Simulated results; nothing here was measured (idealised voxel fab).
You're looking at the process module voxel self aligned vias.
Section cut is 265 nm wide and gridded with 5 nm square cells.
We lay out every cross-section as a grid of square cells and spell it out in bands from the top down, where one band means one or more rows of cells. Quick guide to a band line: top height, bottom height (nm) up front; then every material left to right with its width in nm. Only one material and it's marked "throughout"? Then it fills the band edge to edge. And "blank" just means empty space. Ref level 0: as-received wafer is one material below here. Bottom band extends down with no lower bound ("0..down"). A width such as "30->40" changes by the same amount from each row of cells to the next, from the band's top row to its bottom row. Step note "nothing got changed" = no cross-section cell changed. Closed empty spaces: empty space of 8 cells or more with no open way to the top, each as width x height at its distance from the left edge, in nm. after a step's settings: what the simulator itself notes on the step. The optional step-line setting "overlay nm" applies to steps with a mask and quantifies how far to the right of its planned location the mask lay, a negative value indicating leftward placement.

Planned process steps:
| 1 | RECEIVE | material Si |
| 2 | CONFORMAL_DEP | material SiO2 | thk nm 15 |
| 3 | CONFORMAL_DEP | material SiCN | thk nm 5 |
| 4 | DIRECTIONAL_DEP | material lowk | thk nm 30 |
| 5 | PATTERN | tone open | mask id LINES | material resist | width nm 20 | pitch nm 65 | thk nm 20 | overlay nm 0 |
| 6 | DIRECTIONAL_ETCH | etch materials lowk | depth nm 30 |
| 7 | STRIP | etch materials resist |
| 8 | CONFORMAL_DEP | material TiN | thk nm 5 |
| 9 | FILL_DEP | material W | thk nm 5 |
| 10 | CMP | height nm 50 |
| 11 | SELECTIVE_ETCH | etch materials W Ru TiN | depth nm 5 |
| 12 | FILL_DEP | material SiN | thk nm 10 |
| 13 | CMP | height nm 50 |
| 14 | DIRECTIONAL_DEP | material lowk | thk nm 20 |
| 15 | DIRECTIONAL_DEP | material aC | thk nm 10 |
| 16 | PATTERN | tone open | mask id VIAS | material resist | width nm 40 | pitch nm 65 | thk nm 30 | overlay nm 0 |
| 17 | DIRECTIONAL_ETCH | etch materials aC | depth nm 10 |
| 18 | STRIP | etch materials resist |
| 19 | DIRECTIONAL_ETCH | etch materials lowk | depth nm 20 |
| 20 | DIRECTIONAL_ETCH | etch materials SiN | depth nm 5 |
| 21 | STRIP | etch materials aC |
| 22 | CONFORMAL_DEP | material TiN | thk nm 5 |
| 23 | FILL_DEP | material W | thk nm 5 |
| 24 | CMP | height nm 70 |
| 25 | CONFORMAL_DEP | material SiCN | thk nm 5 |

Cross-section of the wafer as it came to us, i.e., already through step 1:
	0..down  Si throughout
	Closed empty spaces: none

First of two wafers, end-of-module section, run followed plan:
	75..70  SiCN throughout
	70..55  lowk: 80 | TiN: 5 | W: 30 | TiN: 5 | lowk: 25 | TiN: 5 | W: 30 | TiN: 5 | lowk: 80
	55..50  lowk: 80 | TiN: 15 | W: 10 | TiN: 15 | lowk: 25 | TiN: 15 | W: 10 | TiN: 15 | lowk: 80
	50..45  lowk: 90 | TiN: 20 | lowk: 45 | TiN: 20 | lowk: 90
	45..25  lowk: 90 | TiN: 5 | W: 10 | TiN: 5 | lowk: 45 | TiN: 5 | W: 10 | TiN: 5 | lowk: 90
	25..20  lowk: 90 | TiN: 20 | lowk: 45 | TiN: 20 | lowk: 90
	20..15  SiCN throughout
	15..0  SiO2 throughout
	0..down  Si throughout
	Closed empty spaces: none

End of module, second wafer, cross-section. Started like the first, planned like the first, run with one mistake:
	75..70  SiCN throughout
	70..55  lowk: 80 | TiN: 5 | W: 30 | TiN: 5 | lowk: 25 | TiN: 5 | W: 30 | TiN: 5 | lowk: 80
	55..50  lowk: 80 | TiN: 20 | W: 5 | TiN: 15 | lowk: 25 | TiN: 20 | W: 5 | TiN: 15 | lowk: 80
	50..45  lowk: 95 | TiN: 15 | lowk: 50 | TiN: 15 | lowk: 90
	45..25  lowk: 95 | TiN: 5 | W: 5 | TiN: 5 | lowk: 50 | TiN: 5 | W: 5 | TiN: 5 | lowk: 90
	25..20  lowk: 95 | TiN: 15 | lowk: 50 | TiN: 15 | lowk: 90
	20..15  SiCN throughout
	15..0  SiO2 throughout
	0..down  Si throughout
	Closed empty spaces: none
What was the processing mistake? step 5, actual vs plan mismatch, actual run PATTERN | tone open | mask id LINES | material resist | width nm 15 | pitch nm 65 | thk nm 20 | overlay nm 0
at the end the second wafer has, in cells: 2 fewer of TiN, 10 fewer of W, 12 more of lowk
